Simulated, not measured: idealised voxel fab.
process module | voxel quadruple lines
cross-section cut | 255 nm wide | cells 5 nm
A cross-section is a grid of square cells, given in bands from the top down. A band is one or more rows of cells.
Each band's line starts with the height of the band's top and of its bottom, in nm. Then come its materials from left to right, each with its width in nm. One material with "throughout" fills the band from edge to edge. "air" is empty space.
Height 0 is the level under which the wafer as received is all one material. The lowest band goes on downwards, as in "0 down".
A width such as "30 to 40" changes by the same amount from each row of cells to the next, from the band's top row to its bottom row.
"no change" after a step means that no cell of the cross-section changed.
closed voids: empty space of 8 cells or more with no open way to the top, each as width x height at its distance from the left edge, in nm
after a step's settings: what the simulator itself notes on the step
overlay nm, on a step with a mask: how far to the right of its planned place the mask lay; to the left if negative
plan
1 op RECEIVE | material Si
2 op CONFORMAL_DEP | material Al2O3 | thk nm 10
3 op DIRECTIONAL_DEP | material W | thk nm 15
4 op DIRECTIONAL_DEP | material polySi | thk nm 15
5 op DIRECTIONAL_DEP | material aC | thk nm 20
6 op PATTERN | tone cover | mask id MANDREL | material resist | width nm 30 | thk nm 30 | overlay nm 0
7 op DIRECTIONAL_ETCH | etch materials aC | depth nm 20
8 op STRIP | etch materials resist
9 op CONFORMAL_DEP | material SiO2 | thk nm 10
10 op DIRECTIONAL_ETCH | etch materials SiO2 | depth nm 10
11 op STRIP | etch materials aC
12 op DIRECTIONAL_ETCH | etch materials polySi | depth nm 15
13 op STRIP | etch materials SiO2
14 op CONFORMAL_DEP | material SiN | thk nm 10
15 op DIRECTIONAL_ETCH | etch materials SiN | depth nm 10
16 op STRIP | etch materials polySi
17 op DIRECTIONAL_ETCH | etch materials W | depth nm 15
18 op STRIP | etch materials SiN
as received, after step 1
  0 down: Si throughout
  closed voids: none
a wafer at the end: this start, this plan, one mistake
  30 to 15: air 90 | W 10 | air 10 | W 10 | air 10 | W 10 | air 10 | W 10 | air 95
  15 to 0: Al2O3 throughout
  0 down: Si throughout
  closed voids: none
what went wrong: step 2 ran as: op CONFORMAL_DEP | material Al2O3 | thk nm 15
